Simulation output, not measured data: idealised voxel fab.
Proc. module: voxel wiring stack
It is cross-section cut that appears here, measuring 170 nm in width, its square cells being 5 nm in size.
Each cross-section below is a grid of square cells, stated as bands in top-down order, with one or more rows of cells making up each band. This entry defines a band. It first specifies the height of the band's top and the height of its bottom in nm, and then specifies the band's materials from left to right, stating each material with its width in nm. The word "everywhere" identifies a single material that fills the band from edge to edge, while the word "empty" identifies empty space. The level at which height equals 0 is the one under which the wafer, as it arrives, is entirely one material. No lower edge exists for the bottom band, which continues downward and is notated as in "0 nm and below". You'd read "30->40" like this: the band's top row of cells is as wide as the first number, its bottom row is as wide as the second, and going down, every row changes width by the same amount as the row before did. Any step labelled "nothing changed" changed none of the cells in the cross-section. Look at "Voids, fully enclosed" for the closed voids: empty spaces with no open path to the top, sized 8 cells or up. Each is width x height at distance, distance from the left edge, all nm. Text after the settings on a step's line: the simulator's own remark on that step. overlay nm: right-of-plan distance of the mask on a masked step; negative values mean left-of-plan.

## This section lists the process steps that were planned
1 RECEIVE,material Si
2 CONFORMAL_DEP,material SiO2,thk nm 15
3 DIRECTIONAL_DEP,material TiN,thk nm 5
4 DIRECTIONAL_DEP,material Ru,thk nm 15
5 PATTERN,tone cover,mask id METAL_1,material resist,width nm 25,pitch nm 40,thk nm 15,overlay nm 0
6 DIRECTIONAL_ETCH,etch materials Ru,depth nm 15
7 DIRECTIONAL_ETCH,etch materials TiN,depth nm 5
8 STRIP,etch materials resist
9 CONFORMAL_DEP,material SiCN,thk nm 5
10 FILL_DEP,material lowk,thk nm 10
11 CMP,height nm 35
12 CONFORMAL_DEP,material SiCN,thk nm 5
13 DIRECTIONAL_DEP,material lowk,thk nm 10
14 PATTERN,tone open,mask id PLUG_1,material resist,width nm 15,thk nm 20,overlay nm 0
15 DIRECTIONAL_ETCH,etch materials lowk,depth nm 10
16 DIRECTIONAL_ETCH,etch materials SiCN,depth nm 5
17 STRIP,etch materials resist
18 CONFORMAL_DEP,material TiN,thk nm 5
19 FILL_DEP,material W,thk nm 10
20 CMP,height nm 50
21 DIRECTIONAL_DEP,material TiN,thk nm 5
22 DIRECTIONAL_DEP,material Ru,thk nm 25
23 DIRECTIONAL_DEP,material aC,thk nm 15
24 PATTERN,tone cover,mask id METAL_2,material resist,width nm 25,pitch nm 40,thk nm 30,overlay nm 0
25 DIRECTIONAL_ETCH,etch materials aC,depth nm 15
26 STRIP,etch materials resist
27 DIRECTIONAL_ETCH,etch materials Ru,depth nm 25
28 DIRECTIONAL_ETCH,etch materials TiN,depth nm 5
29 STRIP,etch materials aC
30 FILL_DEP,material lowk,thk nm 5
31 CMP,height nm 80
32 CONFORMAL_DEP,material SiCN,thk nm 5
33 DIRECTIONAL_DEP,material SiO2,thk nm 25
34 PATTERN,tone open,mask id METAL_3_HOLES,material resist,width nm 15,thk nm 15,overlay nm 0
35 DIRECTIONAL_ETCH,etch materials SiO2,depth nm 25
36 STRIP,etch materials resist
37 PATTERN,tone open,mask id METAL_3,material resist,width nm 25,pitch nm 40,thk nm 15,overlay nm 0
38 DIRECTIONAL_ETCH,etch materials SiO2,depth nm 15
39 DIRECTIONAL_ETCH,etch materials SiCN,depth nm 5
40 STRIP,etch materials resist
41 CONFORMAL_DEP,material TiN,thk nm 5
42 FILL_DEP,material Cu,thk nm 10
43 CMP,height nm 110
44 CONFORMAL_DEP,material SiN,thk nm 5

## First of two wafers, with the run carried out as planned

## As-received wafer cross-section (after step 1)
	0 nm and below = Si everywhere
	Voids, fully enclosed: none

## The wafer, seen in cross-section, after step 2
	15 nm to 0 nm = SiO2 everywhere
	Below a height of 0, the structure has not been altered.

## The wafer, seen in cross-section, after step 3
	20 nm to 15 nm = TiN everywhere
	Below a height of 15, the structure has not been altered.

## The wafer, seen in cross-section, after step 4
	35 nm to 20 nm = Ru everywhere
	Below a height of 20, the structure has not been altered.

## The wafer, seen in cross-section, after step 5
	50 nm to 35 nm = empty=50, then resist=25, then empty=15, then resist=25, then empty=55
	Below a height of 35, the structure has not been altered.

## The wafer, seen in cross-section, after step 6
	50 nm to 35 nm = empty=50, then resist=25, then empty=15, then resist=25, then empty=55
	35 nm to 20 nm = empty=50, then Ru=25, then empty=15, then Ru=25, then empty=55
	Below a height of 20, the structure has not been altered.

## The wafer, seen in cross-section, after step 7
	50 nm to 35 nm = empty=50, then resist=25, then empty=15, then resist=25, then empty=55
	35 nm to 20 nm = empty=50, then Ru=25, then empty=15, then Ru=25, then empty=55
	20 nm to 15 nm = empty=50, then TiN=25, then empty=15, then TiN=25, then empty=55
	Below a height of 15, the structure has not been altered.

## The wafer, seen in cross-section, after step 8
	35 nm to 20 nm = empty=50, then Ru=25, then empty=15, then Ru=25, then empty=55
	Below a height of 20, the structure has not been altered.

## The wafer, seen in cross-section, after step 9
	40 nm to 35 nm = empty=45, then SiCN=35, then empty=5, then SiCN=35, then empty=50
	35 nm to 20 nm = empty=45, then SiCN=5, then Ru=25, then SiCN=5, then empty=5, then SiCN=5, then Ru=25, then SiCN=5, then empty=50
	20 nm to 15 nm = SiCN=50, then TiN=25, then SiCN=15, then TiN=25, then SiCN=55
	Below a height of 15, the structure has not been altered.

## The wafer, seen in cross-section, after step 10
	50 nm to 40 nm = lowk everywhere
	40 nm to 35 nm = lowk=45, then SiCN=35, then lowk=5, then SiCN=35, then lowk=50
	35 nm to 20 nm = lowk=45, then SiCN=5, then Ru=25, then SiCN=5, then lowk=5, then SiCN=5, then Ru=25, then SiCN=5, then lowk=50
	Below a height of 20, the structure has not been altered.

## The wafer, seen in cross-section, after step 11
	35 nm to 20 nm = lowk=45, then SiCN=5, then Ru=25, then SiCN=5, then lowk=5, then SiCN=5, then Ru=25, then SiCN=5, then lowk=50
	Below a height of 20, the structure has not been altered.

## The wafer, seen in cross-section, after step 12
	40 nm to 35 nm = SiCN everywhere
	Below a height of 35, the structure has not been altered.

## The wafer, seen in cross-section, after step 13
	50 nm to 40 nm = lowk everywhere
	Below a height of 40, the structure has not been altered.

## The wafer, seen in cross-section, after step 14
	70 nm to 50 nm = resist=50, then empty=15, then resist=105
	Below a height of 50, the structure has not been altered.

## The wafer, seen in cross-section, after step 15
	70 nm to 50 nm = resist=50, then empty=15, then resist=105
	50 nm to 40 nm = lowk=50, then empty=15, then lowk=105
	Below a height of 40, the structure has not been altered.

## The wafer, seen in cross-section, after step 16
	70 nm to 50 nm = resist=50, then empty=15, then resist=105
	50 nm to 40 nm = lowk=50, then empty=15, then lowk=105
	40 nm to 35 nm = SiCN=50, then empty=15, then SiCN=105
	Below a height of 35, the structure has not been altered.

## The wafer, seen in cross-section, after step 17
	50 nm to 40 nm = lowk=50, then empty=15, then lowk=105
	Below a height of 40, the structure has not been altered.

## The wafer, seen in cross-section, after step 18
	55 nm to 50 nm = TiN=55, then empty=5, then TiN=110
	50 nm to 40 nm = lowk=50, then TiN=5, then empty=5, then TiN=5, then lowk=105
	40 nm to 35 nm = SiCN=50, then TiN=15, then SiCN=105
	Below a height of 35, the structure has not been altered.

## The wafer, seen in cross-section, after step 19
	65 nm to 55 nm = W everywhere
	55 nm to 50 nm = TiN=55, then W=5, then TiN=110
	50 nm to 40 nm = lowk=50, then TiN=5, then W=5, then TiN=5, then lowk=105
	Below a height of 40, the structure has not been altered.

## The wafer, seen in cross-section, after step 20
	50 nm to 40 nm = lowk=50, then TiN=5, then W=5, then TiN=5, then lowk=105
	Below a height of 40, the structure has not been altered.

## The wafer, seen in cross-section, after step 21
	55 nm to 50 nm = TiN everywhere
	Below a height of 50, the structure has not been altered.

## The wafer, seen in cross-section, after step 22
	80 nm to 55 nm = Ru everywhere
	Below a height of 55, the structure has not been altered.

## The wafer, seen in cross-section, after step 23
	95 nm to 80 nm = aC everywhere
	Below a height of 80, the structure has not been altered.

## The wafer, seen in cross-section, after step 24
	125 nm to 95 nm = empty=50, then resist=25, then empty=15, then resist=25, then empty=55
	Below a height of 95, the structure has not been altered.

## The wafer, seen in cross-section, after step 25
	110 nm to 95 nm = empty=50, then resist=25, then empty=15, then resist=25, then empty=55
	95 nm to 80 nm = empty=50, then aC=25, then empty=15, then aC=25, then empty=55
	Below a height of 80, the structure has not been altered.

## The wafer, seen in cross-section, after step 26
	95 nm to 80 nm = empty=50, then aC=25, then empty=15, then aC=25, then empty=55
	Below a height of 80, the structure has not been altered.

## The wafer, seen in cross-section, after step 27
	95 nm to 80 nm = empty=50, then aC=25, then empty=15, then aC=25, then empty=55
	80 nm to 55 nm = empty=50, then Ru=25, then empty=15, then Ru=25, then empty=55
	Below a height of 55, the structure has not been altered.

## The wafer, seen in cross-section, after step 28
	95 nm to 80 nm = empty=50, then aC=25, then empty=15, then aC=25, then empty=55
	80 nm to 55 nm = empty=50, then Ru=25, then empty=15, then Ru=25, then empty=55
	55 nm to 50 nm = empty=50, then TiN=25, then empty=15, then TiN=25, then empty=55
	Below a height of 50, the structure has not been altered.

## The wafer, seen in cross-section, after step 29
	80 nm to 55 nm = empty=50, then Ru=25, then empty=15, then Ru=25, then empty=55
	Below a height of 55, the structure has not been altered.

## The wafer, seen in cross-section, after step 30
	85 nm to 80 nm = lowk everywhere
	80 nm to 55 nm = lowk=50, then Ru=25, then lowk=15, then Ru=25, then lowk=55
	55 nm to 50 nm = lowk=50, then TiN=25, then lowk=15, then TiN=25, then lowk=55
	Below a height of 50, the structure has not been altered.

## The wafer, seen in cross-section, after step 31
	80 nm to 55 nm = lowk=50, then Ru=25, then lowk=15, then Ru=25, then lowk=55
	Below a height of 55, the structure has not been altered.

## The wafer, seen in cross-section, after step 32
	85 nm to 80 nm = SiCN everywhere
	Below a height of 80, the structure has not been altered.

## The wafer, seen in cross-section, after step 33
	110 nm to 85 nm = SiO2 everywhere
	Below a height of 85, the structure has not been altered.

## The wafer, seen in cross-section, after step 34
	125 nm to 110 nm = resist=50, then empty=15, then resist=105
	Below a height of 110, the structure has not been altered.

## The wafer, seen in cross-section, after step 35
	125 nm to 110 nm = resist=50, then empty=15, then resist=105
	110 nm to 85 nm = SiO2=50, then empty=15, then SiO2=105
	Below a height of 85, the structure has not been altered.

## The wafer, seen in cross-section, after step 36
	110 nm to 85 nm = SiO2=50, then empty=15, then SiO2=105
	Below a height of 85, the structure has not been altered.

## The wafer, seen in cross-section, after step 37
	125 nm to 110 nm = resist=50, then empty=25, then resist=15, then empty=25, then resist=55
	Below a height of 110, the structure has not been altered.

## The wafer, seen in cross-section, after step 38
	125 nm to 110 nm = resist=50, then empty=25, then resist=15, then empty=25, then resist=55
	110 nm to 95 nm = SiO2=50, then empty=25, then SiO2=15, then empty=25, then SiO2=55
	Below a height of 95, the structure has not been altered.

## The wafer, seen in cross-section, after step 39
	125 nm to 110 nm = resist=50, then empty=25, then resist=15, then empty=25, then resist=55
	110 nm to 95 nm = SiO2=50, then empty=25, then SiO2=15, then empty=25, then SiO2=55
	95 nm to 85 nm = SiO2=50, then empty=15, then SiO2=105
	85 nm to 80 nm = SiCN=50, then empty=15, then SiCN=105
	Below a height of 80, the structure has not been altered.

## The wafer, seen in cross-section, after step 40
	110 nm to 95 nm = SiO2=50, then empty=25, then SiO2=15, then empty=25, then SiO2=55
	Below a height of 95, the structure has not been altered.

## The wafer, seen in cross-section, after step 41
	115 nm to 110 nm = TiN=55, then empty=15, then TiN=25, then empty=15, then TiN=60
	110 nm to 100 nm = SiO2=50, then TiN=5, then empty=15, then TiN=5, then SiO2=15, then TiN=5, then empty=15, then TiN=5, then SiO2=55
	100 nm to 95 nm = SiO2=50, then TiN=5, then empty=5, then TiN=15, then SiO2=15, then TiN=25, then SiO2=55
	95 nm to 85 nm = SiO2=50, then TiN=5, then empty=5, then TiN=5, then SiO2=105
	85 nm to 80 nm = SiCN=50, then TiN=15, then SiCN=105
	Below a height of 80, the structure has not been altered.

## The wafer, seen in cross-section, after step 42
	125 nm to 115 nm = Cu everywhere
	115 nm to 110 nm = TiN=55, then Cu=15, then TiN=25, then Cu=15, then TiN=60
	110 nm to 100 nm = SiO2=50, then TiN=5, then Cu=15, then TiN=5, then SiO2=15, then TiN=5, then Cu=15, then TiN=5, then SiO2=55
	100 nm to 95 nm = SiO2=50, then TiN=5, then Cu=5, then TiN=15, then SiO2=15, then TiN=25, then SiO2=55
	95 nm to 85 nm = SiO2=50, then TiN=5, then Cu=5, then TiN=5, then SiO2=105
	Below a height of 85, the structure has not been altered.

## The wafer, seen in cross-section, after step 43
	110 nm to 100 nm = SiO2=50, then TiN=5, then Cu=15, then TiN=5, then SiO2=15, then TiN=5, then Cu=15, then TiN=5, then SiO2=55
	Below a height of 100, the structure has not been altered.

## The wafer, seen in cross-section, after step 44
	115 nm to 110 nm = SiN everywhere
	Below a height of 110, the structure has not been altered.

## Notes, second wafer: start = first wafer's, plan = first wafer's, execution had one mistake; history identical to first through step 1

## The second wafer cut through, at the time step 2 was supposed to be finished
	5 nm to 0 nm = TiN everywhere
	Below a height of 0, the structure has not been altered.

## The second wafer cut through, at the time step 3 was supposed to be finished
	20 nm to 5 nm = SiO2 everywhere
	Below a height of 5, the structure has not been altered.

## The second wafer cut through, at the time step 4 was supposed to be finished
	35 nm to 20 nm = Ru everywhere
	Below a height of 20, the structure has not been altered.

## The second wafer cut through, at the time step 5 was supposed to be finished
	50 nm to 35 nm = empty=50, then resist=25, then empty=15, then resist=25, then empty=55
	Below a height of 35, the structure has not been altered.

## The second wafer cut through, at the time step 6 was supposed to be finished
	50 nm to 35 nm = empty=50, then resist=25, then empty=15, then resist=25, then empty=55
	35 nm to 20 nm = empty=50, then Ru=25, then empty=15, then Ru=25, then empty=55
	Below a height of 20, the structure has not been altered.

The second wafer cut through, at the time step 7 was supposed to be finished: nothing changed

## The second wafer cut through, at the time step 8 was supposed to be finished
	35 nm to 20 nm = empty=50, then Ru=25, then empty=15, then Ru=25, then empty=55
	Below a height of 20, the structure has not been altered.

## The second wafer cut through, at the time step 9 was supposed to be finished
	40 nm to 35 nm = empty=45, then SiCN=35, then empty=5, then SiCN=35, then empty=50
	35 nm to 25 nm = empty=45, then SiCN=5, then Ru=25, then SiCN=5, then empty=5, then SiCN=5, then Ru=25, then SiCN=5, then empty=50
	25 nm to 20 nm = SiCN=50, then Ru=25, then SiCN=15, then Ru=25, then SiCN=55
	Below a height of 20, the structure has not been altered.

## The second wafer cut through, at the time step 10 was supposed to be finished
	50 nm to 40 nm = lowk everywhere
	40 nm to 35 nm = lowk=45, then SiCN=35, then lowk=5, then SiCN=35, then lowk=50
	35 nm to 25 nm = lowk=45, then SiCN=5, then Ru=25, then SiCN=5, then lowk=5, then SiCN=5, then Ru=25, then SiCN=5, then lowk=50
	Below a height of 25, the structure has not been altered.

## The second wafer cut through, at the time step 11 was supposed to be finished
	35 nm to 25 nm = lowk=45, then SiCN=5, then Ru=25, then SiCN=5, then lowk=5, then SiCN=5, then Ru=25, then SiCN=5, then lowk=50
	Below a height of 25, the structure has not been altered.

## The second wafer cut through, at the time step 12 was supposed to be finished
	40 nm to 35 nm = SiCN everywhere
	Below a height of 35, the structure has not been altered.

## The second wafer cut through, at the time step 13 was supposed to be finished
	50 nm to 40 nm = lowk everywhere
	Below a height of 40, the structure has not been altered.

## The second wafer cut through, at the time step 14 was supposed to be finished
	70 nm to 50 nm = resist=50, then empty=15, then resist=105
	Below a height of 50, the structure has not been altered.

## The second wafer cut through, at the time step 15 was supposed to be finished
	70 nm to 50 nm = resist=50, then empty=15, then resist=105
	50 nm to 40 nm = lowk=50, then empty=15, then lowk=105
	Below a height of 40, the structure has not been altered.

## The second wafer cut through, at the time step 16 was supposed to be finished
	70 nm to 50 nm = resist=50, then empty=15, then resist=105
	50 nm to 40 nm = lowk=50, then empty=15, then lowk=105
	40 nm to 35 nm = SiCN=50, then empty=15, then SiCN=105
	Below a height of 35, the structure has not been altered.

## The second wafer cut through, at the time step 17 was supposed to be finished
	50 nm to 40 nm = lowk=50, then empty=15, then lowk=105
	Below a height of 40, the structure has not been altered.

## The second wafer cut through, at the time step 18 was supposed to be finished
	55 nm to 50 nm = TiN=55, then empty=5, then TiN=110
	50 nm to 40 nm = lowk=50, then TiN=5, then empty=5, then TiN=5, then lowk=105
	40 nm to 35 nm = SiCN=50, then TiN=15, then SiCN=105
	Below a height of 35, the structure has not been altered.

## The second wafer cut through, at the time step 19 was supposed to be finished
	65 nm to 55 nm = W everywhere
	55 nm to 50 nm = TiN=55, then W=5, then TiN=110
	50 nm to 40 nm = lowk=50, then TiN=5, then W=5, then TiN=5, then lowk=105
	Below a height of 40, the structure has not been altered.

## The second wafer cut through, at the time step 20 was supposed to be finished
	50 nm to 40 nm = lowk=50, then TiN=5, then W=5, then TiN=5, then lowk=105
	Below a height of 40, the structure has not been altered.

## The second wafer cut through, at the time step 21 was supposed to be finished
	55 nm to 50 nm = TiN everywhere
	Below a height of 50, the structure has not been altered.

## The second wafer cut through, at the time step 22 was supposed to be finished
	80 nm to 55 nm = Ru everywhere
	Below a height of 55, the structure has not been altered.

## The second wafer cut through, at the time step 23 was supposed to be finished
	95 nm to 80 nm = aC everywhere
	Below a height of 80, the structure has not been altered.

## The second wafer cut through, at the time step 24 was supposed to be finished
	125 nm to 95 nm = empty=50, then resist=25, then empty=15, then resist=25, then empty=55
	Below a height of 95, the structure has not been altered.

## The second wafer cut through, at the time step 25 was supposed to be finished
	110 nm to 95 nm = empty=50, then resist=25, then empty=15, then resist=25, then empty=55
	95 nm to 80 nm = empty=50, then aC=25, then empty=15, then aC=25, then empty=55
	Below a height of 80, the structure has not been altered.

## The second wafer cut through, at the time step 26 was supposed to be finished
	95 nm to 80 nm = empty=50, then aC=25, then empty=15, then aC=25, then empty=55
	Below a height of 80, the structure has not been altered.

## The second wafer cut through, at the time step 27 was supposed to be finished
	95 nm to 80 nm = empty=50, then aC=25, then empty=15, then aC=25, then empty=55
	80 nm to 55 nm = empty=50, then Ru=25, then empty=15, then Ru=25, then empty=55
	Below a height of 55, the structure has not been altered.

## The second wafer cut through, at the time step 28 was supposed to be finished
	95 nm to 80 nm = empty=50, then aC=25, then empty=15, then aC=25, then empty=55
	80 nm to 55 nm = empty=50, then Ru=25, then empty=15, then Ru=25, then empty=55
	55 nm to 50 nm = empty=50, then TiN=25, then empty=15, then TiN=25, then empty=55
	Below a height of 50, the structure has not been altered.

## The second wafer cut through, at the time step 29 was supposed to be finished
	80 nm to 55 nm = empty=50, then Ru=25, then empty=15, then Ru=25, then empty=55
	Below a height of 55, the structure has not been altered.

## The second wafer cut through, at the time step 30 was supposed to be finished
	85 nm to 80 nm = lowk everywhere
	80 nm to 55 nm = lowk=50, then Ru=25, then lowk=15, then Ru=25, then lowk=55
	55 nm to 50 nm = lowk=50, then TiN=25, then lowk=15, then TiN=25, then lowk=55
	Below a height of 50, the structure has not been altered.

## The second wafer cut through, at the time step 31 was supposed to be finished
	80 nm to 55 nm = lowk=50, then Ru=25, then lowk=15, then Ru=25, then lowk=55
	Below a height of 55, the structure has not been altered.

## The second wafer cut through, at the time step 32 was supposed to be finished
	85 nm to 80 nm = SiCN everywhere
	Below a height of 80, the structure has not been altered.

## The second wafer cut through, at the time step 33 was supposed to be finished
	110 nm to 85 nm = SiO2 everywhere
	Below a height of 85, the structure has not been altered.

## The second wafer cut through, at the time step 34 was supposed to be finished
	125 nm to 110 nm = resist=50, then empty=15, then resist=105
	Below a height of 110, the structure has not been altered.

## The second wafer cut through, at the time step 35 was supposed to be finished
	125 nm to 110 nm = resist=50, then empty=15, then resist=105
	110 nm to 85 nm = SiO2=50, then empty=15, then SiO2=105
	Below a height of 85, the structure has not been altered.

## The second wafer cut through, at the time step 36 was supposed to be finished
	110 nm to 85 nm = SiO2=50, then empty=15, then SiO2=105
	Below a height of 85, the structure has not been altered.

## The second wafer cut through, at the time step 37 was supposed to be finished
	125 nm to 110 nm = resist=50, then empty=25, then resist=15, then empty=25, then resist=55
	Below a height of 110, the structure has not been altered.

## The second wafer cut through, at the time step 38 was supposed to be finished
	125 nm to 110 nm = resist=50, then empty=25, then resist=15, then empty=25, then resist=55
	110 nm to 95 nm = SiO2=50, then empty=25, then SiO2=15, then empty=25, then SiO2=55
	Below a height of 95, the structure has not been altered.

## The second wafer cut through, at the time step 39 was supposed to be finished
	125 nm to 110 nm = resist=50, then empty=25, then resist=15, then empty=25, then resist=55
	110 nm to 95 nm = SiO2=50, then empty=25, then SiO2=15, then empty=25, then SiO2=55
	95 nm to 85 nm = SiO2=50, then empty=15, then SiO2=105
	85 nm to 80 nm = SiCN=50, then empty=15, then SiCN=105
	Below a height of 80, the structure has not been altered.

## The second wafer cut through, at the time step 40 was supposed to be finished
	110 nm to 95 nm = SiO2=50, then empty=25, then SiO2=15, then empty=25, then SiO2=55
	Below a height of 95, the structure has not been altered.

## The second wafer cut through, at the time step 41 was supposed to be finished
	115 nm to 110 nm = TiN=55, then empty=15, then TiN=25, then empty=15, then TiN=60
	110 nm to 100 nm = SiO2=50, then TiN=5, then empty=15, then TiN=5, then SiO2=15, then TiN=5, then empty=15, then TiN=5, then SiO2=55
	100 nm to 95 nm = SiO2=50, then TiN=5, then empty=5, then TiN=15, then SiO2=15, then TiN=25, then SiO2=55
	95 nm to 85 nm = SiO2=50, then TiN=5, then empty=5, then TiN=5, then SiO2=105
	85 nm to 80 nm = SiCN=50, then TiN=15, then SiCN=105
	Below a height of 80, the structure has not been altered.

## The second wafer cut through, at the time step 42 was supposed to be finished
	125 nm to 115 nm = Cu everywhere
	115 nm to 110 nm = TiN=55, then Cu=15, then TiN=25, then Cu=15, then TiN=60
	110 nm to 100 nm = SiO2=50, then TiN=5, then Cu=15, then TiN=5, then SiO2=15, then TiN=5, then Cu=15, then TiN=5, then SiO2=55
	100 nm to 95 nm = SiO2=50, then TiN=5, then Cu=5, then TiN=15, then SiO2=15, then TiN=25, then SiO2=55
	95 nm to 85 nm = SiO2=50, then TiN=5, then Cu=5, then TiN=5, then SiO2=105
	Below a height of 85, the structure has not been altered.

## The second wafer cut through, at the time step 43 was supposed to be finished
	110 nm to 100 nm = SiO2=50, then TiN=5, then Cu=15, then TiN=5, then SiO2=15, then TiN=5, then Cu=15, then TiN=5, then SiO2=55
	Below a height of 100, the structure has not been altered.

## The second wafer cut through, at the time step 44 was supposed to be finished
	115 nm to 110 nm = SiN everywhere
	Below a height of 110, the structure has not been altered.
Run error: sequence error: steps 2 and 3 interchanged
Wafer comparison, final, in cells, second relative to first, materials more or fewer: SiCN: 4 fewer | TiN: 24 more | lowk: 20 fewer
